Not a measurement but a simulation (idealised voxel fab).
Module name: voxel wiring stack (process module)
Square cells of 5 nm make up the cross-section cut, whose width is 180 nm.
This document writes a cross-section as a grid whose cells are square, and gives it as bands, listed from the top down; one or more rows of cells form a band. Band: top and bottom heights (nm) first, top before bottom; then materials from left to right, widths in nm. "full width" marks a sole material filling the band edge to edge. "blank" denotes empty space. Heads up on the height convention: 0 is the point under which the incoming wafer is all one material, and the lowest band has no bottom, it just keeps going down, like "0 -> down". A width given as "30..40" starts at the first number in the band's top row and ends at the second number in its bottom row, shifting by an equal amount at every step from row to row. "identical to before" (step): cross-section cells unchanged, all of them. "Unvented voids": sealed empty spaces, 8 cells or more, no open way to top, listed width x height at distance, with distance from the left edge and width, height and distance in nm. Formally, on a step line, whatever follows the settings is a remark that the simulator itself makes on the step. overlay nm: mask right of planned place by this much (step with mask). Neg. = left.
[Steps in the process plan]
1) op RECEIVE | material Si
2) op CONFORMAL_DEP | material SiO2 | thk nm 15
3) op DIRECTIONAL_DEP | material TiN | thk nm 5
4) op DIRECTIONAL_DEP | material W | thk nm 20
5) op PATTERN | tone cover | mask id METAL_1 | material resist | width nm 20 | pitch nm 45 | thk nm 15 | overlay nm 0
6) op DIRECTIONAL_ETCH | etch materials W | depth nm 20
7) op DIRECTIONAL_ETCH | etch materials TiN | depth nm 5
8) op STRIP | etch materials resist
9) op CONFORMAL_DEP | material SiCN | thk nm 5
10) op FILL_DEP | material SiO2 | thk nm 5
11) op CMP | height nm 40
12) op CONFORMAL_DEP | material SiCN | thk nm 5
13) op DIRECTIONAL_DEP | material lowk | thk nm 25
14) op MASKED_ETCH | tone open | mask id METAL_2 | width nm 20 | pitch nm 45 | etch materials lowk | depth nm 15 | overlay nm 0
15) op PATTERN | tone open | mask id METAL_2_HOLES | material resist | width nm 15 | thk nm 20 | overlay nm 0
16) op DIRECTIONAL_ETCH | etch materials lowk | depth nm 10
17) op DIRECTIONAL_ETCH | etch materials SiCN | depth nm 5
18) op STRIP | etch materials resist
19) op CONFORMAL_DEP | material TiN | thk nm 5
20) op FILL_DEP | material Cu | thk nm 5
21) op CMP | height nm 70
22) op CONFORMAL_DEP | material SiN | thk nm 5
[The first of the two wafers, which ran as planned]
[Received-state cross-section, reflecting completion of step 1]
	0 -> down = Si full width
	Unvented voids: none
[Wafer section view after processing step 2]
	15 -> 0 = SiO2 full width
	Below 0, no change.
[Wafer section view after processing step 3]
	20 -> 15 = TiN full width
	Below 15, no change.
[Wafer section view after processing step 4]
	40 -> 20 = W full width
	Below 20, no change.
[Wafer section view after processing step 5]
	55 -> 40 = blank 55 / resist 20 / blank 25 / resist 20 / blank 60
	Below 40, no change.
[Wafer section view after processing step 6]
	55 -> 40 = blank 55 / resist 20 / blank 25 / resist 20 / blank 60
	40 -> 20 = blank 55 / W 20 / blank 25 / W 20 / blank 60
	Below 20, no change.
[Wafer section view after processing step 7]
	55 -> 40 = blank 55 / resist 20 / blank 25 / resist 20 / blank 60
	40 -> 20 = blank 55 / W 20 / blank 25 / W 20 / blank 60
	20 -> 15 = blank 55 / TiN 20 / blank 25 / TiN 20 / blank 60
	Below 15, no change.
[Wafer section view after processing step 8]
	40 -> 20 = blank 55 / W 20 / blank 25 / W 20 / blank 60
	Below 20, no change.
[Wafer section view after processing step 9]
	45 -> 40 = blank 50 / SiCN 30 / blank 15 / SiCN 30 / blank 55
	40 -> 20 = blank 50 / SiCN 5 / W 20 / SiCN 5 / blank 15 / SiCN 5 / W 20 / SiCN 5 / blank 55
	20 -> 15 = SiCN 55 / TiN 20 / SiCN 25 / TiN 20 / SiCN 60
	Below 15, no change.
[Wafer section view after processing step 10]
	50 -> 45 = SiO2 full width
	45 -> 40 = SiO2 50 / SiCN 30 / SiO2 15 / SiCN 30 / SiO2 55
	40 -> 20 = SiO2 50 / SiCN 5 / W 20 / SiCN 5 / SiO2 15 / SiCN 5 / W 20 / SiCN 5 / SiO2 55
	Below 20, no change.
[Wafer section view after processing step 11]
	40 -> 20 = SiO2 50 / SiCN 5 / W 20 / SiCN 5 / SiO2 15 / SiCN 5 / W 20 / SiCN 5 / SiO2 55
	Below 20, no change.
[Wafer section view after processing step 12]
	45 -> 40 = SiCN full width
	Below 40, no change.
[Wafer section view after processing step 13]
	70 -> 45 = lowk full width
	Below 45, no change.
[Wafer section view after processing step 14]
	70 -> 55 = lowk 55 / blank 20 / lowk 25 / blank 20 / lowk 60
	Below 55, no change.
[Wafer section view after processing step 15]
	90 -> 70 = resist 55 / blank 15 / resist 110
	70 -> 55 = lowk 55 / blank 15 / resist 5 / lowk 25 / resist 20 / lowk 60
	Below 55, no change.
[Wafer section view after processing step 16]
	90 -> 70 = resist 55 / blank 15 / resist 110
	70 -> 55 = lowk 55 / blank 15 / resist 5 / lowk 25 / resist 20 / lowk 60
	55 -> 45 = lowk 55 / blank 15 / lowk 110
	Below 45, no change.
[Wafer section view after processing step 17]
	90 -> 70 = resist 55 / blank 15 / resist 110
	70 -> 55 = lowk 55 / blank 15 / resist 5 / lowk 25 / resist 20 / lowk 60
	55 -> 45 = lowk 55 / blank 15 / lowk 110
	45 -> 40 = SiCN 55 / blank 15 / SiCN 110
	Below 40, no change.
[Wafer section view after processing step 18]
	70 -> 55 = lowk 55 / blank 20 / lowk 25 / blank 20 / lowk 60
	Below 55, no change.
[Wafer section view after processing step 19]
	75 -> 70 = TiN 60 / blank 10 / TiN 35 / blank 10 / TiN 65
	70 -> 60 = lowk 55 / TiN 5 / blank 10 / TiN 5 / lowk 25 / TiN 5 / blank 10 / TiN 5 / lowk 60
	60 -> 55 = lowk 55 / TiN 5 / blank 5 / TiN 10 / lowk 25 / TiN 20 / lowk 60
	55 -> 45 = lowk 55 / TiN 5 / blank 5 / TiN 5 / lowk 110
	45 -> 40 = SiCN 55 / TiN 15 / SiCN 110
	Below 40, no change.
[Wafer section view after processing step 20]
	80 -> 75 = Cu full width
	75 -> 70 = TiN 60 / Cu 10 / TiN 35 / Cu 10 / TiN 65
	70 -> 60 = lowk 55 / TiN 5 / Cu 10 / TiN 5 / lowk 25 / TiN 5 / Cu 10 / TiN 5 / lowk 60
	60 -> 55 = lowk 55 / TiN 5 / Cu 5 / TiN 10 / lowk 25 / TiN 20 / lowk 60
	55 -> 45 = lowk 55 / TiN 5 / Cu 5 / TiN 5 / lowk 110
	Below 45, no change.
[Wafer section view after processing step 21]
	70 -> 60 = lowk 55 / TiN 5 / Cu 10 / TiN 5 / lowk 25 / TiN 5 / Cu 10 / TiN 5 / lowk 60
	Below 60, no change.
[Wafer section view after processing step 22]
	75 -> 70 = SiN full width
	Below 70, no change.
[Now the other wafer: same start, same recipe, but we messed up one thing when running it. Up to and including step 1 it's the same as the first one]
[Cross-section of the second wafer corresponding to the planned conclusion of step 2]
	10 -> 0 = SiO2 full width
	Below 0, no change.
[Cross-section of the second wafer corresponding to the planned conclusion of step 3]
	15 -> 10 = TiN full width
	Below 10, no change.
[Cross-section of the second wafer corresponding to the planned conclusion of step 4]
	35 -> 15 = W full width
	Below 15, no change.
[Cross-section of the second wafer corresponding to the planned conclusion of step 5]
	50 -> 35 = blank 55 / resist 20 / blank 25 / resist 20 / blank 60
	Below 35, no change.
[Cross-section of the second wafer corresponding to the planned conclusion of step 6]
	50 -> 35 = blank 55 / resist 20 / blank 25 / resist 20 / blank 60
	35 -> 15 = blank 55 / W 20 / blank 25 / W 20 / blank 60
	Below 15, no change.
[Cross-section of the second wafer corresponding to the planned conclusion of step 7]
	50 -> 35 = blank 55 / resist 20 / blank 25 / resist 20 / blank 60
	35 -> 15 = blank 55 / W 20 / blank 25 / W 20 / blank 60
	15 -> 10 = blank 55 / TiN 20 / blank 25 / TiN 20 / blank 60
	Below 10, no change.
[Cross-section of the second wafer corresponding to the planned conclusion of step 8]
	35 -> 15 = blank 55 / W 20 / blank 25 / W 20 / blank 60
	Below 15, no change.
[Cross-section of the second wafer corresponding to the planned conclusion of step 9]
	40 -> 35 = blank 50 / SiCN 30 / blank 15 / SiCN 30 / blank 55
	35 -> 15 = blank 50 / SiCN 5 / W 20 / SiCN 5 / blank 15 / SiCN 5 / W 20 / SiCN 5 / blank 55
	15 -> 10 = SiCN 55 / TiN 20 / SiCN 25 / TiN 20 / SiCN 60
	Below 10, no change.
[Cross-section of the second wafer corresponding to the planned conclusion of step 10]
	45 -> 40 = SiO2 full width
	40 -> 35 = SiO2 50 / SiCN 30 / SiO2 15 / SiCN 30 / SiO2 55
	35 -> 15 = SiO2 50 / SiCN 5 / W 20 / SiCN 5 / SiO2 15 / SiCN 5 / W 20 / SiCN 5 / SiO2 55
	Below 15, no change.
[Cross-section of the second wafer corresponding to the planned conclusion of step 11]
	40 -> 35 = SiO2 50 / SiCN 30 / SiO2 15 / SiCN 30 / SiO2 55
	Below 35, no change.
[Cross-section of the second wafer corresponding to the planned conclusion of step 12]
	45 -> 40 = SiCN full width
	Below 40, no change.
[Cross-section of the second wafer corresponding to the planned conclusion of step 13]
	70 -> 45 = lowk full width
	Below 45, no change.
[Cross-section of the second wafer corresponding to the planned conclusion of step 14]
	70 -> 55 = lowk 55 / blank 20 / lowk 25 / blank 20 / lowk 60
	Below 55, no change.
[Cross-section of the second wafer corresponding to the planned conclusion of step 15]
	90 -> 70 = resist 55 / blank 15 / resist 110
	70 -> 55 = lowk 55 / blank 15 / resist 5 / lowk 25 / resist 20 / lowk 60
	Below 55, no change.
[Cross-section of the second wafer corresponding to the planned conclusion of step 16]
	90 -> 70 = resist 55 / blank 15 / resist 110
	70 -> 55 = lowk 55 / blank 15 / resist 5 / lowk 25 / resist 20 / lowk 60
	55 -> 45 = lowk 55 / blank 15 / lowk 110
	Below 45, no change.
[Cross-section of the second wafer corresponding to the planned conclusion of step 17]
	90 -> 70 = resist 55 / blank 15 / resist 110
	70 -> 55 = lowk 55 / blank 15 / resist 5 / lowk 25 / resist 20 / lowk 60
	55 -> 45 = lowk 55 / blank 15 / lowk 110
	45 -> 40 = SiCN 55 / blank 15 / SiCN 110
	Below 40, no change.
[Cross-section of the second wafer corresponding to the planned conclusion of step 18]
	70 -> 55 = lowk 55 / blank 20 / lowk 25 / blank 20 / lowk 60
	Below 55, no change.
[Cross-section of the second wafer corresponding to the planned conclusion of step 19]
	75 -> 70 = TiN 60 / blank 10 / TiN 35 / blank 10 / TiN 65
	70 -> 60 = lowk 55 / TiN 5 / blank 10 / TiN 5 / lowk 25 / TiN 5 / blank 10 / TiN 5 / lowk 60
	60 -> 55 = lowk 55 / TiN 5 / blank 5 / TiN 10 / lowk 25 / TiN 20 / lowk 60
	55 -> 45 = lowk 55 / TiN 5 / blank 5 / TiN 5 / lowk 110
	45 -> 40 = SiCN 55 / TiN 15 / SiCN 110
	Below 40, no change.
[Cross-section of the second wafer corresponding to the planned conclusion of step 20]
	80 -> 75 = Cu full width
	75 -> 70 = TiN 60 / Cu 10 / TiN 35 / Cu 10 / TiN 65
	70 -> 60 = lowk 55 / TiN 5 / Cu 10 / TiN 5 / lowk 25 / TiN 5 / Cu 10 / TiN 5 / lowk 60
	60 -> 55 = lowk 55 / TiN 5 / Cu 5 / TiN 10 / lowk 25 / TiN 20 / lowk 60
	55 -> 45 = lowk 55 / TiN 5 / Cu 5 / TiN 5 / lowk 110
	Below 45, no change.
[Cross-section of the second wafer corresponding to the planned conclusion of step 21]
	70 -> 60 = lowk 55 / TiN 5 / Cu 10 / TiN 5 / lowk 25 / TiN 5 / Cu 10 / TiN 5 / lowk 60
	Below 60, no change.
[Cross-section of the second wafer corresponding to the planned conclusion of step 22]
	75 -> 70 = SiN full width
	Below 70, no change.
Deviation from plan: step 2 changed vs plan, executed as op CONFORMAL_DEP | material SiO2 | thk nm 10
Cell-count delta at end, second wafer over first, by material: SiCN +12 | SiO2 -12
